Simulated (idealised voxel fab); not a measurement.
This is a process module. Its name is voxel tone inversion.
FYI the section here is cut, 155 nm wide, cells are 5 nm squares.
A cross-section in this document is a grid of square cells, and it is written down as bands, the top band listed before the ones below it; a band is made up of one or more rows of cells.
For a band, the entry starts with two heights in nm, that of the top and then that of the bottom, and carries on with the band's materials in order from left to right, each alongside its width in nm; the word "all across" beside a single material means it fills the band edge to edge, and "air" means empty space.
Measure heights from 0. That's the level where, below it, the as-received wafer is all one material. The lowest band is bottomless and extends downward; write it as in "z 0 and below".
Think of "30->40" as a width that walks from the first number to the second as you go down the band, top row to bottom row, taking equal-sized steps from row to row.
For the purposes of this document, the phrase "left unchanged" attached to a step denotes that no cell within the cross-section was modified by that step.
"Enclosed void entries": sealed empty spaces, 8 cells or more, no open way to top, listed width x height at distance, with distance from the left edge and width, height and distance in nm.
The remark found on a step's line after its settings is issued by the simulator itself and pertains to that step.
Steps that use a mask can have "overlay nm" on their line. It says how far the mask sat to the right of where it was meant to be. Negative means to the left.

-- Set out below are the planned steps of the process
- 1: RECEIVE,material Si
- 2: CONFORMAL_DEP,material SiN,thk nm 5
- 3: DIRECTIONAL_DEP,material polySi,thk nm 25
- 4: PATTERN,tone cover,mask id POSTS,material resist,width nm 15,pitch nm 50,thk nm 35,overlay nm 0
- 5: DIRECTIONAL_ETCH,etch materials polySi,depth nm 25
- 6: STRIP,etch materials resist
- 7: FILL_DEP,material lowk,thk nm 5
- 8: CMP,height nm 30
- 9: STRIP,etch materials polySi
- 10: CONFORMAL_DEP,material TiN,thk nm 5
- 11: FILL_DEP,material Ru,thk nm 10
- 12: CMP,height nm 30
- 13: CONFORMAL_DEP,material SiN,thk nm 5
The plan shows the width nm of step 4 as the first wafer had it; this setting differs between the wafers, which start out alike.

-- First of several wafers, received after step 1, in cross-section
	z 0 and below  Si all across
	Enclosed void entries: none

-- First of several wafers, sectioned at end of module (last step: step 13)
	z 35 to 30  SiN all across
	z 30 to 10  20 lowk, 5 TiN, 5 Ru, 5 TiN, 35 lowk, 5 TiN, 5 Ru, 5 TiN, 35 lowk, 5 TiN, 5 Ru, 5 TiN, 20 lowk
	z 10 to 5  20 lowk, 15 TiN, 35 lowk, 15 TiN, 35 lowk, 15 TiN, 20 lowk
	z 5 to 0  SiN all across
	z 0 and below  Si all across
	Enclosed void entries: none

-- Cross-section of the last wafer at end of module
	z 35 to 30  SiN all across
	z 30 to 10  15 lowk, 5 TiN, 15 Ru, 5 TiN, 25 lowk, 5 TiN, 15 Ru, 5 TiN, 25 lowk, 5 TiN, 15 Ru, 5 TiN, 15 lowk
	z 10 to 5  15 lowk, 25 TiN, 25 lowk, 25 TiN, 25 lowk, 25 TiN, 15 lowk
	z 5 to 0  SiN all across
	z 0 and below  Si all across
	Enclosed void entries: none

-- Wafer rows, end of module: cells per material gained (+) or lost (-) since receipt; closed voids last
width nm 15, +12 Ru, +62 SiN, +33 TiN, +110 lowk, Enclosed void entries: none
width nm 20, +24 Ru, +62 SiN, +36 TiN, +95 lowk, Enclosed void entries: none
width nm 25, +36 Ru, +62 SiN, +39 TiN, +80 lowk, Enclosed void entries: none
